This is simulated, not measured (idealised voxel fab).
A process module follows: voxel transistor to metal.
The figure presents cross-section cut, which has a width of 205 nm and is divided into square cells with an edge length of 5 nm.
A cross-section is written here as square cells arranged in a grid, and it is given in bands from the top down, each band taking up one or more rows of cells.
This entry defines a band. It first specifies the height of the band's top and the height of its bottom in nm, and then specifies the band's materials from left to right, stating each material with its width in nm. The word "all across" identifies a single material that fills the band from edge to edge, while the word "empty" identifies empty space.
Convention: height 0 is the level below which the wafer, as received, is all one material. The lowest band does not terminate at the bottom but continues downward, represented as "z 0 and below".
A width given as "30 to 40" starts at the first number in the band's top row and ends at the second number in its bottom row, shifting by an equal amount at every step from row to row.
The cross-section has no changed cell in any step marked "stayed the same".
Basically, "Internal closed voids" tells you about the enclosed voids: empty spaces with no open way to the top, 8 cells or bigger, each written width x height at distance, where distance is from the left edge, all in nm.
Formally, on a step line, whatever follows the settings is a remark that the simulator itself makes on the step.
overlay nm: mask offset rightward from planned place, masked step; negative means leftward offset.
PROCESS STEPS - PLAN
- 1: RECEIVE | material Si
- 2: OXIDIZE | depth nm 5
- 3: CONFORMAL_DEP | material SiN | thk nm 15
- 4: PATTERN | tone cover | mask id ACTIVE | material resist | width nm 105 | thk nm 20 | overlay nm 0
- 5: DIRECTIONAL_ETCH | etch materials SiN | depth nm 15
- 6: DIRECTIONAL_ETCH | etch materials SiO2 | depth nm 5
- 7: DIRECTIONAL_ETCH | etch materials Si | depth nm 35
- 8: STRIP | etch materials resist
- 9: FILL_DEP | material SiO2 | thk nm 10
- 10: CMP | height nm 15
- 11: SELECTIVE_ETCH | etch materials SiO2 | depth nm 15
- 12: STRIP | etch materials SiN
- 13: SELECTIVE_ETCH | etch materials SiO2 | depth nm 5
- 14: OXIDIZE | depth nm 5
- 15: DIRECTIONAL_DEP | material polySi | thk nm 20
- 16: DIRECTIONAL_DEP | material SiCN | thk nm 15
- 17: MASKED_ETCH | tone cover | mask id GATE | width nm 35 | etch materials SiCN | depth nm 25 | overlay nm 0
- 18: MASKED_ETCH | tone cover | mask id GATE | width nm 35 | etch materials polySi | depth nm 30 | overlay nm 0
- 19: CONFORMAL_DEP | material SiN | thk nm 10
- 20: DIRECTIONAL_ETCH | etch materials SiN | depth nm 10
- 21: DIRECTIONAL_ETCH | etch materials SiO2 | depth nm 5
- 22: DIRECTIONAL_ETCH | etch materials Si | depth nm 10
- 23: EPI | material SiGe | thk nm 10
- 24: FILL_DEP | material SiO2 | thk nm 5
- 25: CMP | height nm 15
- 26: STRIP | etch materials polySi
- 27: SELECTIVE_ETCH | etch materials SiO2 | depth nm 5
- 28: CONFORMAL_DEP | material HfO2 | thk nm 5
- 29: CONFORMAL_DEP | material TiN | thk nm 5
- 30: FILL_DEP | material W | thk nm 5
- 31: CMP | height nm 10
- 32: DIRECTIONAL_DEP | material SiO2 | thk nm 10
- 33: MASKED_ETCH | tone open | mask id CONTACT | width nm 15 | pitch nm 80 | etch materials SiO2 | depth nm 30 | overlay nm 0
- 34: CONFORMAL_DEP | material TiN | thk nm 5
- 35: FILL_DEP | material W | thk nm 10
- 36: CMP | height nm 20
- 37: CONFORMAL_DEP | material SiCN | thk nm 5
- 38: DIRECTIONAL_DEP | material SiO2 | thk nm 20
- 39: DIRECTIONAL_DEP | material aC | thk nm 15
- 40: PATTERN | tone open | mask id METAL_1 | material resist | width nm 15 | pitch nm 80 | thk nm 30 | overlay nm 0
- 41: DIRECTIONAL_ETCH | etch materials aC | depth nm 15
- 42: STRIP | etch materials resist
- 43: DIRECTIONAL_ETCH | etch materials SiO2 | depth nm 20
- 44: DIRECTIONAL_ETCH | etch materials SiCN | depth nm 5
- 45: STRIP | etch materials aC
- 46: CONFORMAL_DEP | material TiN | thk nm 5
- 47: FILL_DEP | material W | thk nm 5
- 48: CMP | height nm 45
- 49: EPI | material Ru | thk nm 5
- 50: FILL_DEP | material SiCN | thk nm 5
- 51: DIRECTIONAL_DEP | material SiO2 | thk nm 25
- 52: DIRECTIONAL_DEP | material aC | thk nm 15
- 53: PATTERN | tone open | mask id METAL_2 | material resist | width nm 15 | pitch nm 80 | thk nm 35 | overlay nm 0
- 54: DIRECTIONAL_ETCH | etch materials aC | depth nm 15
- 55: STRIP | etch materials resist
- 56: DIRECTIONAL_ETCH | etch materials SiO2 | depth nm 15
- 57: STRIP | etch materials aC
- 58: PATTERN | tone open | mask id METAL_2_HOLES | material resist | width nm 15 | pitch nm 80 | thk nm 20 | overlay nm 0
- 59: DIRECTIONAL_ETCH | etch materials SiO2 | depth nm 10
- 60: DIRECTIONAL_ETCH | etch materials SiCN | depth nm 5
- 61: STRIP | etch materials resist
- 62: CONFORMAL_DEP | material TiN | thk nm 5
- 63: FILL_DEP | material Ru | thk nm 5
- 64: CMP | height nm 80
- 65: CONFORMAL_DEP | material SiCN | thk nm 5
CROSS-SECTION OF THE INCOMING WAFER, STATE AFTER STEP 1
* z 0 and below  Si all across
* Internal closed voids: none
THE MODULE WAS RUN FROM THE START SHOWN ABOVE USING THE PLAN SHOWN ABOVE, BUT ONE MISTAKE WAS MADE DOING IT; THE RESULTING WAFER CROSS-SECTION IS BELOW
* z 85 to 80  SiCN all across
* z 80 to 55  SiO2 55 nm | TiN 5 nm | Ru 5 nm | TiN 5 nm | SiO2 65 nm | TiN 5 nm | Ru 5 nm | TiN 5 nm | SiO2 55 nm
* z 55 to 50  SiCN 55 nm | TiN 15 nm | SiCN 65 nm | TiN 15 nm | SiCN 55 nm
* z 50 to 45  SiCN 50 nm | Ru 25 nm | SiCN 55 nm | Ru 25 nm | SiCN 50 nm
* z 45 to 25  SiO2 55 nm | TiN 5 nm | W 5 nm | TiN 5 nm | SiO2 65 nm | TiN 5 nm | W 5 nm | TiN 5 nm | SiO2 55 nm
* z 25 to 20  SiCN 55 nm | TiN 15 nm | SiCN 65 nm | TiN 15 nm | SiCN 55 nm
* z 20 to 10  SiO2 55 nm | TiN 5 nm | W 5 nm | TiN 5 nm | SiO2 65 nm | TiN 5 nm | W 5 nm | TiN 5 nm | SiO2 55 nm
* z 10 to 5  SiO2 55 nm | TiN 5 nm | W 5 nm | TiN 5 nm | SiO2 5 nm | SiN 10 nm | HfO2 5 nm | TiN 5 nm | W 15 nm | TiN 5 nm | HfO2 5 nm | SiN 10 nm | SiO2 5 nm | TiN 5 nm | W 5 nm | TiN 5 nm | SiO2 55 nm
* z 5 to 0  SiO2 55 nm | TiN 15 nm | SiO2 5 nm | SiN 10 nm | HfO2 5 nm | TiN 5 nm | W 15 nm | TiN 5 nm | HfO2 5 nm | SiN 10 nm | SiO2 5 nm | TiN 15 nm | SiO2 55 nm
* z 0 to -5  SiO2 55 nm | TiN 10 nm | SiGe 10 nm | SiN 10 nm | HfO2 5 nm | TiN 25 nm | HfO2 5 nm | SiN 10 nm | SiGe 10 nm | TiN 10 nm | SiO2 55 nm
* z -5 to -10  SiO2 30 nm | SiN 20 nm | SiO2 5 nm | TiN 10 nm | SiGe 10 nm | SiO2 5 nm | HfO2 45 nm | SiO2 5 nm | SiGe 10 nm | TiN 10 nm | SiO2 5 nm | SiN 20 nm | SiO2 30 nm
* z -10 to -20  SiO2 30 nm | SiN 20 nm | SiO2 5 nm | SiGe 20 nm | Si 55 nm | SiGe 20 nm | SiO2 5 nm | SiN 20 nm | SiO2 30 nm
* z -20 to -25  SiO2 55 nm | Si 95 nm | SiO2 55 nm
* z -25 to -40  SiO2 50 nm | Si 105 nm | SiO2 50 nm
* z -40 and below  Si all across
* Internal closed voids: none
Where did the run depart from the plan? steps 11 and 12 got flipped, so each one ran where the other should have
